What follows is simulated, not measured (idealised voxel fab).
Herein follows the process module entitled voxel tone inversion.
cross-section cut | 270 nm wide | cells 5 nm
The cross-sections in this document take the form of a grid made of square cells. They are written out as bands, in order from top to bottom. Each band consists of one or more rows of cells.
First you get the band's top height and its bottom height, in nm, and then the materials it's made of, left to right, with each width in nm. If you see a single material with "everywhere", that one covers the band edge to edge. "blank" is empty space.
Note: height 0 marks the level under which the wafer is uniformly one material as received. Lowest band unbounded below, written "from 0 down".
When a width is written as two numbers, as in "30 to 40", the first number is the width in the top row of cells of the band and the second is the width in its bottom row, and the width changes by the same amount from each row to the next.
Reading "no modification" for a step: not a cell of the cross-section changed in it.
"Trapped void list" contains a list of empty spaces, each no smaller than 8 cells and without an open way to the top, written in the form width x height at distance with the distance from the left edge and all three in nm.
Post-settings text on a step line: simulator's own remark regarding the step.
overlay nm: right-of-plan distance of the mask on a masked step; negative values mean left-of-plan.

## List of planned process steps
| 1 | RECEIVE,material Si |
| 2 | CONFORMAL_DEP,material SiCN,thk nm 5 |
| 3 | DIRECTIONAL_DEP,material aC,thk nm 20 |
| 4 | PATTERN,tone cover,mask id POSTS,material resist,width nm 20,pitch nm 50,thk nm 30,overlay nm 0 |
| 5 | DIRECTIONAL_ETCH,etch materials aC,depth nm 20 |
| 6 | STRIP,etch materials resist |
| 7 | FILL_DEP,material lowk,thk nm 5 |
| 8 | CMP,height nm 25 |
| 9 | STRIP,etch materials aC |
| 10 | CONFORMAL_DEP,material TiN,thk nm 5 |
| 11 | FILL_DEP,material Ru,thk nm 5 |
| 12 | CMP,height nm 25 |
| 13 | CONFORMAL_DEP,material SiN,thk nm 5 |

## Cross-section of the wafer at receipt, which is the condition after step 1
	from 0 down = Si everywhere
	Trapped void list: none

## Cross-sectional image of the first of two wafers at the end of the module, the run having proceeded as planned
	from 30 to 25 = SiN everywhere
	from 25 to 10 = lowk 100; TiN 5; Ru 10; TiN 5; lowk 30; TiN 5; Ru 10; TiN 5; lowk 100
	from 10 to 5 = lowk 100; TiN 20; lowk 30; TiN 20; lowk 100
	from 5 to 0 = SiCN everywhere
	from 0 down = Si everywhere
	Trapped void list: none

## Same start, same plan as the first wafer - but one mistake in the run. Cross-section of the second of the two at the end of the module
	from 30 to 25 = SiN everywhere
	from 25 to 10 = lowk 95; TiN 5; Ru 20; TiN 5; lowk 20; TiN 5; Ru 20; TiN 5; lowk 95
	from 10 to 5 = lowk 95; TiN 30; lowk 20; TiN 30; lowk 95
	from 5 to 0 = SiCN everywhere
	from 0 down = Si everywhere
	Trapped void list: none
what went wrong: step 4 went in with a setting other than planned; the actual run was PATTERN,tone cover,mask id POSTS,material resist,width nm 30,pitch nm 50,thk nm 30,overlay nm 0
End check, counted in cells, second wafer has more or fewer of these materials than the first: Ru: 12 more | TiN: 4 more | lowk: 16 fewer
